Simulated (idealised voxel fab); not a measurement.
process module | voxel transistor to metal
cross-section cut | 300 nm wide | cells 5 nm
A cross-section is a grid of square cells, given in bands from the top down. A band is one or more rows of cells.
Each band's line starts with the height of the band's top and of its bottom, in nm. Then come its materials from left to right, each with its width in nm. One material with "throughout" fills the band from edge to edge. "air" is empty space.
Height 0 is the level under which the wafer as received is all one material. The lowest band goes on downwards, as in "0 down".
A width such as "30 to 40" changes by the same amount from each row of cells to the next, from the band's top row to its bottom row.
"no change" after a step means that no cell of the cross-section changed.
closed voids: empty space of 8 cells or more with no open way to the top, each as width x height at its distance from the left edge, in nm
after a step's settings: what the simulator itself notes on the step
overlay nm, on a step with a mask: how far to the right of its planned place the mask lay; to the left if negative
plan
1 op RECEIVE | material Si
2 op CONFORMAL_DEP | material SiO2 | thk nm 5
3 op CONFORMAL_DEP | material SiN | thk nm 10
4 op PATTERN | tone cover | mask id ACTIVE | material resist | width nm 100 | pitch nm 125 | thk nm 20 | overlay nm 0
5 op DIRECTIONAL_ETCH | etch materials SiN | depth nm 10
6 op DIRECTIONAL_ETCH | etch materials SiO2 | depth nm 5
7 op DIRECTIONAL_ETCH | etch materials Si | depth nm 20
8 op STRIP | etch materials resist
9 op FILL_DEP | material SiO2 | thk nm 5
10 op CMP | height nm 15
11 op SELECTIVE_ETCH | etch materials SiO2 | depth nm 5
12 op STRIP | etch materials SiN
13 op SELECTIVE_ETCH | etch materials SiO2 | depth nm 5
14 op OXIDIZE | depth nm 5
15 op DIRECTIONAL_DEP | material polySi | thk nm 25
16 op DIRECTIONAL_DEP | material SiCN | thk nm 10
17 op PATTERN | tone cover | mask id GATE | material resist | width nm 20 | pitch nm 125 | thk nm 20 | overlay nm 0
18 op DIRECTIONAL_ETCH | etch materials SiCN | depth nm 20
19 op DIRECTIONAL_ETCH | etch materials polySi | depth nm 35
20 op STRIP | etch materials resist
21 op CONFORMAL_DEP | material SiN | thk nm 10
22 op DIRECTIONAL_ETCH | etch materials SiN | depth nm 10
23 op DIRECTIONAL_ETCH | etch materials SiO2 | depth nm 5
24 op EPI | material nSi | thk nm 5
25 op FILL_DEP | material SiO2 | thk nm 5
26 op CMP | height nm 35
27 op DIRECTIONAL_DEP | material SiO2 | thk nm 10
28 op PATTERN | tone open | mask id CONTACT | material resist | width nm 25 | thk nm 20 | overlay nm 0
29 op DIRECTIONAL_ETCH | etch materials SiO2 | depth nm 45
30 op STRIP | etch materials resist
31 op CONFORMAL_DEP | material TiN | thk nm 5
32 op FILL_DEP | material W | thk nm 5
33 op CMP | height nm 45
34 op DIRECTIONAL_DEP | material TiN | thk nm 5
35 op DIRECTIONAL_DEP | material Ru | thk nm 25
36 op MASKED_ETCH | tone cover | mask id METAL_1 | width nm 15 | etch materials Ru | depth nm 25 | overlay nm 0
37 op MASKED_ETCH | tone cover | mask id METAL_1 | width nm 15 | etch materials TiN | depth nm 5 | overlay nm 0
38 op FILL_DEP | material SiO2 | thk nm 5
39 op CMP | height nm 75
40 op CONFORMAL_DEP | material SiN | thk nm 5
first wafer, as planned
as received, after step 1
  0 down: Si throughout
  closed voids: none
after step 2
  5 to 0: SiO2 throughout
  below 0: unchanged
after step 3
  15 to 5: SiN throughout
  below 5: unchanged
after step 4
  35 to 15: air 35 | resist 100 | air 25 | resist 100 | air 40
  below 15: unchanged
after step 5
  35 to 15: air 35 | resist 100 | air 25 | resist 100 | air 40
  15 to 5: air 35 | SiN 100 | air 25 | SiN 100 | air 40
  below 5: unchanged
after step 6
  35 to 15: air 35 | resist 100 | air 25 | resist 100 | air 40
  15 to 5: air 35 | SiN 100 | air 25 | SiN 100 | air 40
  5 to 0: air 35 | SiO2 100 | air 25 | SiO2 100 | air 40
  below 0: unchanged
after step 7
  35 to 15: air 35 | resist 100 | air 25 | resist 100 | air 40
  15 to 5: air 35 | SiN 100 | air 25 | SiN 100 | air 40
  5 to 0: air 35 | SiO2 100 | air 25 | SiO2 100 | air 40
  0 to -20: air 35 | Si 100 | air 25 | Si 100 | air 40
  below -20: unchanged
after step 8
  15 to 5: air 35 | SiN 100 | air 25 | SiN 100 | air 40
  below 5: unchanged
after step 9
  20 to 15: SiO2 throughout
  15 to 5: SiO2 35 | SiN 100 | SiO2 25 | SiN 100 | SiO2 40
  5 to 0: SiO2 throughout
  0 to -20: SiO2 35 | Si 100 | SiO2 25 | Si 100 | SiO2 40
  below -20: unchanged
after step 10
  15 to 5: SiO2 35 | SiN 100 | SiO2 25 | SiN 100 | SiO2 40
  below 5: unchanged
after step 11
  15 to 10: air 35 | SiN 100 | air 25 | SiN 100 | air 40
  below 10: unchanged
after step 12
  10 to 5: SiO2 35 | air 100 | SiO2 25 | air 100 | SiO2 40
  below 5: unchanged
after step 13
  5 to 0: SiO2 30 | air 110 | SiO2 15 | air 110 | SiO2 35
  below 0: unchanged
after step 14
  5 to 0: SiO2 30 | air 110 | SiO2 15 | air 110 | SiO2 35
  0 to -5: SiO2 throughout
  below -5: unchanged
after step 15
  30 to 25: polySi 30 | air 110 | polySi 15 | air 110 | polySi 35
  25 to 5: polySi throughout
  5 to 0: SiO2 30 | polySi 110 | SiO2 15 | polySi 110 | SiO2 35
  below 0: unchanged
after step 16
  40 to 35: SiCN 30 | air 110 | SiCN 15 | air 110 | SiCN 35
  35 to 30: SiCN throughout
  30 to 25: polySi 30 | SiCN 110 | polySi 15 | SiCN 110 | polySi 35
  below 25: unchanged
after step 17
  60 to 40: air 75 | resist 20 | air 105 | resist 20 | air 80
  40 to 35: SiCN 30 | air 45 | resist 20 | air 45 | SiCN 15 | air 45 | resist 20 | air 45 | SiCN 35
  below 35: unchanged
after step 18
  60 to 35: air 75 | resist 20 | air 105 | resist 20 | air 80
  35 to 30: air 75 | SiCN 20 | air 105 | SiCN 20 | air 80
  30 to 25: polySi 30 | air 45 | SiCN 20 | air 45 | polySi 15 | air 45 | SiCN 20 | air 45 | polySi 35
  below 25: unchanged
after step 19
  60 to 35: air 75 | resist 20 | air 105 | resist 20 | air 80
  35 to 25: air 75 | SiCN 20 | air 105 | SiCN 20 | air 80
  25 to 5: air 75 | polySi 20 | air 105 | polySi 20 | air 80
  5 to 0: SiO2 30 | air 45 | polySi 20 | air 45 | SiO2 15 | air 45 | polySi 20 | air 45 | SiO2 35
  below 0: unchanged
after step 20
  35 to 25: air 75 | SiCN 20 | air 105 | SiCN 20 | air 80
  below 25: unchanged
after step 21
  45 to 35: air 65 | SiN 40 | air 85 | SiN 40 | air 70
  35 to 25: air 65 | SiN 10 | SiCN 20 | SiN 10 | air 85 | SiN 10 | SiCN 20 | SiN 10 | air 70
  25 to 15: air 65 | SiN 10 | polySi 20 | SiN 10 | air 85 | SiN 10 | polySi 20 | SiN 10 | air 70
  15 to 10: SiN 40 | air 25 | SiN 10 | polySi 20 | SiN 10 | air 25 | SiN 35 | air 25 | SiN 10 | polySi 20 | SiN 10 | air 25 | SiN 45
  10 to 5: SiN 75 | polySi 20 | SiN 105 | polySi 20 | SiN 80
  5 to 0: SiO2 30 | SiN 45 | polySi 20 | SiN 45 | SiO2 15 | SiN 45 | polySi 20 | SiN 45 | SiO2 35
  below 0: unchanged
after step 22
  35 to 25: air 65 | SiN 10 | SiCN 20 | SiN 10 | air 85 | SiN 10 | SiCN 20 | SiN 10 | air 70
  25 to 5: air 65 | SiN 10 | polySi 20 | SiN 10 | air 85 | SiN 10 | polySi 20 | SiN 10 | air 70
  5 to 0: SiO2 30 | SiN 10 | air 25 | SiN 10 | polySi 20 | SiN 10 | air 25 | SiN 10 | SiO2 15 | SiN 10 | air 25 | SiN 10 | polySi 20 | SiN 10 | air 25 | SiN 10 | SiO2 35
  below 0: unchanged
after step 23
  35 to 25: air 65 | SiN 10 | SiCN 20 | SiN 10 | air 85 | SiN 10 | SiCN 20 | SiN 10 | air 70
  25 to 5: air 65 | SiN 10 | polySi 20 | SiN 10 | air 85 | SiN 10 | polySi 20 | SiN 10 | air 70
  5 to 0: air 30 | SiN 10 | air 25 | SiN 10 | polySi 20 | SiN 10 | air 25 | SiN 10 | air 15 | SiN 10 | air 25 | SiN 10 | polySi 20 | SiN 10 | air 25 | SiN 10 | air 35
  0 to -5: SiO2 40 | air 25 | SiO2 40 | air 25 | SiO2 35 | air 25 | SiO2 40 | air 25 | SiO2 45
  below -5: unchanged
after step 24
  35 to 25: air 65 | SiN 10 | SiCN 20 | SiN 10 | air 85 | SiN 10 | SiCN 20 | SiN 10 | air 70
  25 to 5: air 65 | SiN 10 | polySi 20 | SiN 10 | air 85 | SiN 10 | polySi 20 | SiN 10 | air 70
  5 to 0: air 30 | SiN 10 | air 25 | SiN 10 | polySi 20 | SiN 10 | air 25 | SiN 10 | air 15 | SiN 10 | air 25 | SiN 10 | polySi 20 | SiN 10 | air 25 | SiN 10 | air 35
  0 to -5: SiO2 40 | nSi 25 | SiO2 40 | nSi 25 | SiO2 35 | nSi 25 | SiO2 40 | nSi 25 | SiO2 45
  below -5: unchanged
after step 25
  40 to 35: SiO2 throughout
  35 to 25: SiO2 65 | SiN 10 | SiCN 20 | SiN 10 | SiO2 85 | SiN 10 | SiCN 20 | SiN 10 | SiO2 70
  25 to 5: SiO2 65 | SiN 10 | polySi 20 | SiN 10 | SiO2 85 | SiN 10 | polySi 20 | SiN 10 | SiO2 70
  5 to 0: SiO2 30 | SiN 10 | SiO2 25 | SiN 10 | polySi 20 | SiN 10 | SiO2 25 | SiN 10 | SiO2 15 | SiN 10 | SiO2 25 | SiN 10 | polySi 20 | SiN 10 | SiO2 25 | SiN 10 | SiO2 35
  below 0: unchanged
after step 26
  35 to 25: SiO2 65 | SiN 10 | SiCN 20 | SiN 10 | SiO2 85 | SiN 10 | SiCN 20 | SiN 10 | SiO2 70
  below 25: unchanged
after step 27
  45 to 35: SiO2 throughout
  below 35: unchanged
after step 28
  65 to 45: resist 45 | air 25 | resist 30 | air 25 | resist 45 | air 25 | resist 30 | air 25 | resist 50
  below 45: unchanged
after step 29
  65 to 45: resist 45 | air 25 | resist 30 | air 25 | resist 45 | air 25 | resist 30 | air 25 | resist 50
  45 to 35: SiO2 45 | air 25 | SiO2 30 | air 25 | SiO2 45 | air 25 | SiO2 30 | air 25 | SiO2 50
  35 to 25: SiO2 45 | air 20 | SiN 10 | SiCN 20 | SiN 10 | air 20 | SiO2 45 | air 20 | SiN 10 | SiCN 20 | SiN 10 | air 20 | SiO2 50
  25 to 5: SiO2 45 | air 20 | SiN 10 | polySi 20 | SiN 10 | air 20 | SiO2 45 | air 20 | SiN 10 | polySi 20 | SiN 10 | air 20 | SiO2 50
  5 to 0: SiO2 30 | SiN 10 | SiO2 5 | air 20 | SiN 10 | polySi 20 | SiN 10 | air 20 | SiO2 5 | SiN 10 | SiO2 15 | SiN 10 | SiO2 5 | air 20 | SiN 10 | polySi 20 | SiN 10 | air 20 | SiO2 5 | SiN 10 | SiO2 35
  below 0: unchanged
after step 30
  45 to 35: SiO2 45 | air 25 | SiO2 30 | air 25 | SiO2 45 | air 25 | SiO2 30 | air 25 | SiO2 50
  below 35: unchanged
after step 31
  50 to 45: TiN 50 | air 15 | TiN 40 | air 15 | TiN 55 | air 15 | TiN 40 | air 15 | TiN 55
  45 to 35: SiO2 45 | TiN 5 | air 15 to 10 | TiN 5 to 10 | SiO2 30 | TiN 5 to 10 | air 15 to 10 | TiN 5 | SiO2 45 | TiN 5 | air 15 to 10 | TiN 5 to 10 | SiO2 30 | TiN 5 to 10 | air 15 to 10 | TiN 5 | SiO2 50
  35 to 25: SiO2 45 | TiN 5 | air 10 | TiN 5 | SiN 10 | SiCN 20 | SiN 10 | TiN 5 | air 10 | TiN 5 | SiO2 45 | TiN 5 | air 10 | TiN 5 | SiN 10 | SiCN 20 | SiN 10 | TiN 5 | air 10 | TiN 5 | SiO2 50
  25 to 5: SiO2 45 | TiN 5 | air 10 | TiN 5 | SiN 10 | polySi 20 | SiN 10 | TiN 5 | air 10 | TiN 5 | SiO2 45 | TiN 5 | air 10 | TiN 5 | SiN 10 | polySi 20 | SiN 10 | TiN 5 | air 10 | TiN 5 | SiO2 50
  5 to 0: SiO2 30 | SiN 10 | SiO2 5 | TiN 20 | SiN 10 | polySi 20 | SiN 10 | TiN 20 | SiO2 5 | SiN 10 | SiO2 15 | SiN 10 | SiO2 5 | TiN 20 | SiN 10 | polySi 20 | SiN 10 | TiN 20 | SiO2 5 | SiN 10 | SiO2 35
  below 0: unchanged
after step 32
  55 to 50: W throughout
  50 to 45: TiN 50 | W 15 | TiN 40 | W 15 | TiN 55 | W 15 | TiN 40 | W 15 | TiN 55
  45 to 35: SiO2 45 | TiN 5 | W 15 to 10 | TiN 5 to 10 | SiO2 30 | TiN 5 to 10 | W 15 to 10 | TiN 5 | SiO2 45 | TiN 5 | W 15 to 10 | TiN 5 to 10 | SiO2 30 | TiN 5 to 10 | W 15 to 10 | TiN 5 | SiO2 50
  35 to 25: SiO2 45 | TiN 5 | W 10 | TiN 5 | SiN 10 | SiCN 20 | SiN 10 | TiN 5 | W 10 | TiN 5 | SiO2 45 | TiN 5 | W 10 | TiN 5 | SiN 10 | SiCN 20 | SiN 10 | TiN 5 | W 10 | TiN 5 | SiO2 50
  25 to 5: SiO2 45 | TiN 5 | W 10 | TiN 5 | SiN 10 | polySi 20 | SiN 10 | TiN 5 | W 10 | TiN 5 | SiO2 45 | TiN 5 | W 10 | TiN 5 | SiN 10 | polySi 20 | SiN 10 | TiN 5 | W 10 | TiN 5 | SiO2 50
  below 5: unchanged
after step 33
  45 to 35: SiO2 45 | TiN 5 | W 15 to 10 | TiN 5 to 10 | SiO2 30 | TiN 5 to 10 | W 15 to 10 | TiN 5 | SiO2 45 | TiN 5 | W 15 to 10 | TiN 5 to 10 | SiO2 30 | TiN 5 to 10 | W 15 to 10 | TiN 5 | SiO2 50
  below 35: unchanged
after step 34
  50 to 45: TiN throughout
  below 45: unchanged
after step 35
  75 to 50: Ru throughout
  below 50: unchanged
after step 36
  75 to 50: air 45 | Ru 15 | air 50 | Ru 15 | air 45 | Ru 15 | air 50 | Ru 15 | air 50
  below 50: unchanged
after step 37
  75 to 50: air 45 | Ru 15 | air 50 | Ru 15 | air 45 | Ru 15 | air 50 | Ru 15 | air 50
  50 to 45: air 45 | TiN 15 | air 50 | TiN 15 | air 45 | TiN 15 | air 50 | TiN 15 | air 50
  below 45: unchanged
after step 38
  80 to 75: SiO2 throughout
  75 to 50: SiO2 45 | Ru 15 | SiO2 50 | Ru 15 | SiO2 45 | Ru 15 | SiO2 50 | Ru 15 | SiO2 50
  50 to 45: SiO2 45 | TiN 15 | SiO2 50 | TiN 15 | SiO2 45 | TiN 15 | SiO2 50 | TiN 15 | SiO2 50
  below 45: unchanged
after step 39
  75 to 50: SiO2 45 | Ru 15 | SiO2 50 | Ru 15 | SiO2 45 | Ru 15 | SiO2 50 | Ru 15 | SiO2 50
  below 50: unchanged
after step 40
  80 to 75: SiN throughout
  below 75: unchanged
second wafer: like start, like plan, one mistake. Through step 1 it matches the first wafer
when step 2 should have ended: no change
when step 3 should have ended
  10 to 0: SiN throughout
  below 0: unchanged
when step 4 should have ended
  30 to 10: air 35 | resist 100 | air 25 | resist 100 | air 40
  below 10: unchanged
when step 5 should have ended
  30 to 10: air 35 | resist 100 | air 25 | resist 100 | air 40
  10 to 0: air 35 | SiN 100 | air 25 | SiN 100 | air 40
  below 0: unchanged
when step 6 should have ended: no change
when step 7 should have ended
  30 to 10: air 35 | resist 100 | air 25 | resist 100 | air 40
  10 to 0: air 35 | SiN 100 | air 25 | SiN 100 | air 40
  0 to -20: air 35 | Si 100 | air 25 | Si 100 | air 40
  below -20: unchanged
when step 8 should have ended
  10 to 0: air 35 | SiN 100 | air 25 | SiN 100 | air 40
  below 0: unchanged
when step 9 should have ended
  15 to 10: SiO2 throughout
  10 to 0: SiO2 35 | SiN 100 | SiO2 25 | SiN 100 | SiO2 40
  0 to -20: SiO2 35 | Si 100 | SiO2 25 | Si 100 | SiO2 40
  below -20: unchanged
when step 10 should have ended: no change
when step 11 should have ended
  10 to 0: SiO2 35 | SiN 100 | SiO2 25 | SiN 100 | SiO2 40
  below 0: unchanged
when step 12 should have ended
  10 to 0: SiO2 35 | air 100 | SiO2 25 | air 100 | SiO2 40
  below 0: unchanged
when step 13 should have ended
  5 to 0: SiO2 30 | air 110 | SiO2 15 | air 110 | SiO2 35
  0 to -5: SiO2 30 | air 5 | Si 100 | air 5 | SiO2 15 | air 5 | Si 100 | air 5 | SiO2 35
  below -5: unchanged
when step 14 should have ended
  5 to 0: SiO2 30 | air 110 | SiO2 15 | air 110 | SiO2 35
  0 to -5: SiO2 30 | air 5 | SiO2 100 | air 5 | SiO2 15 | air 5 | SiO2 100 | air 5 | SiO2 35
  -5 to -10: SiO2 40 | Si 90 | SiO2 35 | Si 90 | SiO2 45
  below -10: unchanged
when step 15 should have ended
  30 to 25: polySi 30 | air 110 | polySi 15 | air 110 | polySi 35
  25 to 20: polySi 30 | air 5 | polySi 100 | air 5 | polySi 15 | air 5 | polySi 100 | air 5 | polySi 35
  20 to 5: polySi throughout
  5 to 0: SiO2 30 | polySi 110 | SiO2 15 | polySi 110 | SiO2 35
  0 to -5: SiO2 30 | polySi 5 | SiO2 100 | polySi 5 | SiO2 15 | polySi 5 | SiO2 100 | polySi 5 | SiO2 35
  below -5: unchanged
when step 16 should have ended
  40 to 35: SiCN 30 | air 110 | SiCN 15 | air 110 | SiCN 35
  35 to 30: SiCN 30 | air 5 | SiCN 100 | air 5 | SiCN 15 | air 5 | SiCN 100 | air 5 | SiCN 35
  30 to 25: polySi 30 | SiCN 110 | polySi 15 | SiCN 110 | polySi 35
  25 to 20: polySi 30 | SiCN 5 | polySi 100 | SiCN 5 | polySi 15 | SiCN 5 | polySi 100 | SiCN 5 | polySi 35
  below 20: unchanged
when step 17 should have ended
  60 to 40: air 75 | resist 20 | air 105 | resist 20 | air 80
  40 to 35: SiCN 30 | air 45 | resist 20 | air 45 | SiCN 15 | air 45 | resist 20 | air 45 | SiCN 35
  below 35: unchanged
when step 18 should have ended
  60 to 35: air 75 | resist 20 | air 105 | resist 20 | air 80
  35 to 30: air 75 | SiCN 20 | air 105 | SiCN 20 | air 80
  30 to 25: polySi 30 | air 45 | SiCN 20 | air 45 | polySi 15 | air 45 | SiCN 20 | air 45 | polySi 35
  25 to 20: polySi 30 | air 5 | polySi 100 | air 5 | polySi 15 | air 5 | polySi 100 | air 5 | polySi 35
  below 20: unchanged
when step 19 should have ended
  60 to 35: air 75 | resist 20 | air 105 | resist 20 | air 80
  35 to 25: air 75 | SiCN 20 | air 105 | SiCN 20 | air 80
  25 to 5: air 75 | polySi 20 | air 105 | polySi 20 | air 80
  5 to 0: SiO2 30 | air 45 | polySi 20 | air 45 | SiO2 15 | air 45 | polySi 20 | air 45 | SiO2 35
  0 to -5: SiO2 30 | air 5 | SiO2 100 | air 5 | SiO2 15 | air 5 | SiO2 100 | air 5 | SiO2 35
  below -5: unchanged
when step 20 should have ended
  35 to 25: air 75 | SiCN 20 | air 105 | SiCN 20 | air 80
  below 25: unchanged
when step 21 should have ended
  45 to 35: air 65 | SiN 40 | air 85 | SiN 40 | air 70
  35 to 25: air 65 | SiN 10 | SiCN 20 | SiN 10 | air 85 | SiN 10 | SiCN 20 | SiN 10 | air 70
  25 to 15: air 65 | SiN 10 | polySi 20 | SiN 10 | air 85 | SiN 10 | polySi 20 | SiN 10 | air 70
  15 to 10: SiN 40 | air 25 | SiN 10 | polySi 20 | SiN 10 | air 25 | SiN 35 | air 25 | SiN 10 | polySi 20 | SiN 10 | air 25 | SiN 45
  10 to 5: SiN 75 | polySi 20 | SiN 105 | polySi 20 | SiN 80
  5 to 0: SiO2 30 | SiN 45 | polySi 20 | SiN 45 | SiO2 15 | SiN 45 | polySi 20 | SiN 45 | SiO2 35
  0 to -5: SiO2 30 | SiN 5 | SiO2 100 | SiN 5 | SiO2 15 | SiN 5 | SiO2 100 | SiN 5 | SiO2 35
  below -5: unchanged
when step 22 should have ended
  35 to 25: air 65 | SiN 10 | SiCN 20 | SiN 10 | air 85 | SiN 10 | SiCN 20 | SiN 10 | air 70
  25 to 5: air 65 | SiN 10 | polySi 20 | SiN 10 | air 85 | SiN 10 | polySi 20 | SiN 10 | air 70
  5 to 0: SiO2 30 | SiN 10 | air 25 | SiN 10 | polySi 20 | SiN 10 | air 25 | SiN 10 | SiO2 15 | SiN 10 | air 25 | SiN 10 | polySi 20 | SiN 10 | air 25 | SiN 10 | SiO2 35
  below 0: unchanged
when step 23 should have ended
  35 to 25: air 65 | SiN 10 | SiCN 20 | SiN 10 | air 85 | SiN 10 | SiCN 20 | SiN 10 | air 70
  25 to 5: air 65 | SiN 10 | polySi 20 | SiN 10 | air 85 | SiN 10 | polySi 20 | SiN 10 | air 70
  5 to 0: air 30 | SiN 10 | air 25 | SiN 10 | polySi 20 | SiN 10 | air 25 | SiN 10 | air 15 | SiN 10 | air 25 | SiN 10 | polySi 20 | SiN 10 | air 25 | SiN 10 | air 35
  0 to -5: SiO2 30 | SiN 5 | SiO2 5 | air 25 | SiO2 40 | air 25 | SiO2 5 | SiN 5 | SiO2 15 | SiN 5 | SiO2 5 | air 25 | SiO2 40 | air 25 | SiO2 5 | SiN 5 | SiO2 35
  below -5: unchanged
when step 24 should have ended
  35 to 25: air 65 | SiN 10 | SiCN 20 | SiN 10 | air 85 | SiN 10 | SiCN 20 | SiN 10 | air 70
  25 to 5: air 65 | SiN 10 | polySi 20 | SiN 10 | air 85 | SiN 10 | polySi 20 | SiN 10 | air 70
  5 to 0: air 30 | SiN 10 | air 25 | SiN 10 | polySi 20 | SiN 10 | air 25 | SiN 10 | air 15 | SiN 10 | air 25 | SiN 10 | polySi 20 | SiN 10 | air 25 | SiN 10 | air 35
  0 to -5: SiO2 30 | SiN 5 | SiO2 5 | nSi 25 | SiO2 40 | nSi 25 | SiO2 5 | SiN 5 | SiO2 15 | SiN 5 | SiO2 5 | nSi 25 | SiO2 40 | nSi 25 | SiO2 5 | SiN 5 | SiO2 35
  below -5: unchanged
when step 25 should have ended
  40 to 35: SiO2 throughout
  35 to 25: SiO2 65 | SiN 10 | SiCN 20 | SiN 10 | SiO2 85 | SiN 10 | SiCN 20 | SiN 10 | SiO2 70
  25 to 5: SiO2 65 | SiN 10 | polySi 20 | SiN 10 | SiO2 85 | SiN 10 | polySi 20 | SiN 10 | SiO2 70
  5 to 0: SiO2 30 | SiN 10 | SiO2 25 | SiN 10 | polySi 20 | SiN 10 | SiO2 25 | SiN 10 | SiO2 15 | SiN 10 | SiO2 25 | SiN 10 | polySi 20 | SiN 10 | SiO2 25 | SiN 10 | SiO2 35
  below 0: unchanged
when step 26 should have ended
  35 to 25: SiO2 65 | SiN 10 | SiCN 20 | SiN 10 | SiO2 85 | SiN 10 | SiCN 20 | SiN 10 | SiO2 70
  below 25: unchanged
when step 27 should have ended
  45 to 35: SiO2 throughout
  below 35: unchanged
when step 28 should have ended
  65 to 45: resist 45 | air 25 | resist 30 | air 25 | resist 45 | air 25 | resist 30 | air 25 | resist 50
  below 45: unchanged
when step 29 should have ended
  65 to 45: resist 45 | air 25 | resist 30 | air 25 | resist 45 | air 25 | resist 30 | air 25 | resist 50
  45 to 35: SiO2 45 | air 25 | SiO2 30 | air 25 | SiO2 45 | air 25 | SiO2 30 | air 25 | SiO2 50
  35 to 25: SiO2 45 | air 20 | SiN 10 | SiCN 20 | SiN 10 | air 20 | SiO2 45 | air 20 | SiN 10 | SiCN 20 | SiN 10 | air 20 | SiO2 50
  25 to 5: SiO2 45 | air 20 | SiN 10 | polySi 20 | SiN 10 | air 20 | SiO2 45 | air 20 | SiN 10 | polySi 20 | SiN 10 | air 20 | SiO2 50
  5 to 0: SiO2 30 | SiN 10 | SiO2 5 | air 20 | SiN 10 | polySi 20 | SiN 10 | air 20 | SiO2 5 | SiN 10 | SiO2 15 | SiN 10 | SiO2 5 | air 20 | SiN 10 | polySi 20 | SiN 10 | air 20 | SiO2 5 | SiN 10 | SiO2 35
  below 0: unchanged
when step 30 should have ended
  45 to 35: SiO2 45 | air 25 | SiO2 30 | air 25 | SiO2 45 | air 25 | SiO2 30 | air 25 | SiO2 50
  below 35: unchanged
when step 31 should have ended
  50 to 45: TiN 50 | air 15 | TiN 40 | air 15 | TiN 55 | air 15 | TiN 40 | air 15 | TiN 55
  45 to 35: SiO2 45 | TiN 5 | air 15 to 10 | TiN 5 to 10 | SiO2 30 | TiN 5 to 10 | air 15 to 10 | TiN 5 | SiO2 45 | TiN 5 | air 15 to 10 | TiN 5 to 10 | SiO2 30 | TiN 5 to 10 | air 15 to 10 | TiN 5 | SiO2 50
  35 to 25: SiO2 45 | TiN 5 | air 10 | TiN 5 | SiN 10 | SiCN 20 | SiN 10 | TiN 5 | air 10 | TiN 5 | SiO2 45 | TiN 5 | air 10 | TiN 5 | SiN 10 | SiCN 20 | SiN 10 | TiN 5 | air 10 | TiN 5 | SiO2 50
  25 to 5: SiO2 45 | TiN 5 | air 10 | TiN 5 | SiN 10 | polySi 20 | SiN 10 | TiN 5 | air 10 | TiN 5 | SiO2 45 | TiN 5 | air 10 | TiN 5 | SiN 10 | polySi 20 | SiN 10 | TiN 5 | air 10 | TiN 5 | SiO2 50
  5 to 0: SiO2 30 | SiN 10 | SiO2 5 | TiN 20 | SiN 10 | polySi 20 | SiN 10 | TiN 20 | SiO2 5 | SiN 10 | SiO2 15 | SiN 10 | SiO2 5 | TiN 20 | SiN 10 | polySi 20 | SiN 10 | TiN 20 | SiO2 5 | SiN 10 | SiO2 35
  below 0: unchanged
when step 32 should have ended
  55 to 50: W throughout
  50 to 45: TiN 50 | W 15 | TiN 40 | W 15 | TiN 55 | W 15 | TiN 40 | W 15 | TiN 55
  45 to 35: SiO2 45 | TiN 5 | W 15 to 10 | TiN 5 to 10 | SiO2 30 | TiN 5 to 10 | W 15 to 10 | TiN 5 | SiO2 45 | TiN 5 | W 15 to 10 | TiN 5 to 10 | SiO2 30 | TiN 5 to 10 | W 15 to 10 | TiN 5 | SiO2 50
  35 to 25: SiO2 45 | TiN 5 | W 10 | TiN 5 | SiN 10 | SiCN 20 | SiN 10 | TiN 5 | W 10 | TiN 5 | SiO2 45 | TiN 5 | W 10 | TiN 5 | SiN 10 | SiCN 20 | SiN 10 | TiN 5 | W 10 | TiN 5 | SiO2 50
  25 to 5: SiO2 45 | TiN 5 | W 10 | TiN 5 | SiN 10 | polySi 20 | SiN 10 | TiN 5 | W 10 | TiN 5 | SiO2 45 | TiN 5 | W 10 | TiN 5 | SiN 10 | polySi 20 | SiN 10 | TiN 5 | W 10 | TiN 5 | SiO2 50
  below 5: unchanged
when step 33 should have ended
  45 to 35: SiO2 45 | TiN 5 | W 15 to 10 | TiN 5 to 10 | SiO2 30 | TiN 5 to 10 | W 15 to 10 | TiN 5 | SiO2 45 | TiN 5 | W 15 to 10 | TiN 5 to 10 | SiO2 30 | TiN 5 to 10 | W 15 to 10 | TiN 5 | SiO2 50
  below 35: unchanged
when step 34 should have ended
  50 to 45: TiN throughout
  below 45: unchanged
when step 35 should have ended
  75 to 50: Ru throughout
  below 50: unchanged
when step 36 should have ended
  75 to 50: air 45 | Ru 15 | air 50 | Ru 15 | air 45 | Ru 15 | air 50 | Ru 15 | air 50
  below 50: unchanged
when step 37 should have ended
  75 to 50: air 45 | Ru 15 | air 50 | Ru 15 | air 45 | Ru 15 | air 50 | Ru 15 | air 50
  50 to 45: air 45 | TiN 15 | air 50 | TiN 15 | air 45 | TiN 15 | air 50 | TiN 15 | air 50
  below 45: unchanged
when step 38 should have ended
  80 to 75: SiO2 throughout
  75 to 50: SiO2 45 | Ru 15 | SiO2 50 | Ru 15 | SiO2 45 | Ru 15 | SiO2 50 | Ru 15 | SiO2 50
  50 to 45: SiO2 45 | TiN 15 | SiO2 50 | TiN 15 | SiO2 45 | TiN 15 | SiO2 50 | TiN 15 | SiO2 50
  below 45: unchanged
when step 39 should have ended
  75 to 50: SiO2 45 | Ru 15 | SiO2 50 | Ru 15 | SiO2 45 | Ru 15 | SiO2 50 | Ru 15 | SiO2 50
  below 50: unchanged
when step 40 should have ended
  80 to 75: SiN throughout
  below 75: unchanged
what went wrong: step 2 was left out
at the end the second wafer has, in cells: 4 fewer of Si | 4 more of SiN
